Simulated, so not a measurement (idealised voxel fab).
Title: Process Module voxel local oxidation
We display cut, a cross-section 160 nm in width whose square cells are each 5 nm.
We lay out every cross-section as a grid of square cells and spell it out in bands from the top down, where one band means one or more rows of cells. It is stipulated that each band's entry specify, in nanometres, the height of the top of the band and then that of its bottom, followed by the materials of the band in left-to-right sequence, each together with its width in nanometres. A single material marked by the word "full width" is understood to fill the band from edge to edge; the word "empty" is understood to denote empty space. Note: height 0 marks the level under which the wafer is uniformly one material as received. Lowest band unbounded below, written "0 -> down". A two-number width, for instance "30..40", indicates that the width is equal to the first number in the top row of the band and to the second number in the bottom row, and that it changes by a constant amount per row of cells. Where the words "everything unchanged" appear for a step, the cross-section shows no cell changed by that step; every cell remained as before. For the entry "Closed cavities", the listed items are empty spaces with no open way to the top whose size is 8 cells or more; each item follows the pattern width x height at distance, where distance is from the left edge and all three are in nm. It should be noted that, on the line of a given step, the content following the step's settings is a remark produced by the simulator itself with respect to that step. On any step carrying a mask, the "overlay nm" setting, if present on the step's line, tells how far right of its planned place the mask lay; negative values point to the left.

The steps planned for the process are as follows:
step 1: RECEIVE | material Si
step 2: CONFORMAL_DEP | material SiO2 | thk nm 5
step 3: CONFORMAL_DEP | material SiN | thk nm 15
step 4: DIRECTIONAL_DEP | material aC | thk nm 15
step 5: PATTERN | tone cover | mask id ACTIVE | material resist | width nm 100 | thk nm 30 | overlay nm 0
step 6: DIRECTIONAL_ETCH | etch materials aC | depth nm 15
step 7: STRIP | etch materials resist
step 8: DIRECTIONAL_ETCH | etch materials SiN | depth nm 15
step 9: STRIP | etch materials aC
step 10: SELECTIVE_ETCH | etch materials SiO2 | depth nm 5
step 11: OXIDIZE | depth nm 10
step 12: STRIP | etch materials SiN

Cross-section of the wafer at receipt, which is the condition after step 1:
	0 -> down = Si full width
	Closed cavities: none

Run as planned - first of the two wafers cross-sectioned at the end of the module:
	5 -> 0 = empty 35 nm, SiO2 90 nm, empty 35 nm
	0 -> -10 = SiO2 45 nm, Si 70 nm, SiO2 45 nm
	-10 -> down = Si full width
	Closed cavities: none

Second wafer of the two, sectioned at the end of the module. It began like the first and followed the same plan, but one mistake was made while running it:
	5 -> 0 = empty 45 nm, SiO2 70 nm, empty 45 nm
	0 -> -10 = SiO2 55 nm, Si 50 nm, SiO2 55 nm
	-10 -> down = Si full width
	Closed cavities: none
Short version of what went wrong: it should be noted that step 10 was executed with settings other than those planned, the operation and settings actually applied being SELECTIVE_ETCH | etch materials SiO2 | depth nm 15
Looking at both finished wafers in cells, the second ends up ahead of or behind the first on some materials: Si -8 | SiO2 +4
